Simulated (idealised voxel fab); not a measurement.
This is a process module. Its name is voxel plated lines.
Cross-section cut: width 225 nm, square cells of 5 nm.
Cross-section = grid of square cells, listed top down in bands; band = one or more rows. Read a band's entry like this: the first values are the height of its top and the height of its bottom in nm, and what follows is the sequence of materials from left to right, each with its width in nm. Note that "blank" is empty space, and that a single material marked "edge to edge" reaches across the band from edge to edge. The level at which height equals 0 is the one under which the wafer, as it arrives, is entirely one material. No lower edge exists for the bottom band, which continues downward and is notated as in "z 0 and below". You'd read "30->40" like this: the band's top row of cells is as wide as the first number, its bottom row is as wide as the second, and going down, every row changes width by the same amount as the row before did. "nothing was modified" means the step left every cell of the cross-section as it was. In the "Entrapped voids" entry, you get each enclosed empty space of 8 cells or more, one with no open way to the top, written width x height at distance, distance from the left edge, in nm. Whatever follows a step's settings on its line is a remark the simulator itself makes about that step. overlay nm: step with mask; distance mask lay right of planned place; negative value = left of planned place.
PROCESS STEPS - PLAN
| 1 | RECEIVE, material Si |
| 2 | CONFORMAL_DEP, material Al2O3, thk nm 10 |
| 3 | DIRECTIONAL_DEP, material TiN, thk nm 5 |
| 4 | PATTERN, tone open, mask id LINES, material resist, width nm 15, pitch nm 35, thk nm 40, overlay nm 0 |
| 5 | EPI, material Ru, thk nm 10 |
| 6 | EPI, material Ru, thk nm 5 |
| 7 | EPI, material Ru, thk nm 10 |
| 8 | STRIP, etch materials resist |
| 9 | DIRECTIONAL_ETCH, etch materials TiN, depth nm 5 |
| 10 | CONFORMAL_DEP, material SiN, thk nm 5 |
THIS IS THE CROSS-SECTION OF THE WAFER AS WE RECEIVED IT, I.E. AFTER STEP 1
- z 0 and below | Si edge to edge
- Entrapped voids: none
SAME STARTING WAFER, SAME PLAN AS ABOVE, ONE MISTAKE IN THE EXECUTION; THIS IS THE CROSS-SECTION AT THE END OF THE MODULE
- z 45 to 40 | 75 blank, then 25 SiN, then 10 blank, then 25 SiN, then 90 blank
- z 40 to 15 | 75 blank, then 5 SiN, then 15 Ru, then 5 SiN, then 10 blank, then 5 SiN, then 15 Ru, then 5 SiN, then 90 blank
- z 15 to 10 | 80 SiN, then 15 TiN, then 20 SiN, then 15 TiN, then 95 SiN
- z 10 to 0 | Al2O3 edge to edge
- z 0 and below | Si edge to edge
- Entrapped voids: none
what went wrong: so step 4 ended up running with a different setting than we planned, it ran as PATTERN, tone open, mask id LINES, material resist, width nm 15, pitch nm 35, thk nm 40, overlay nm -5
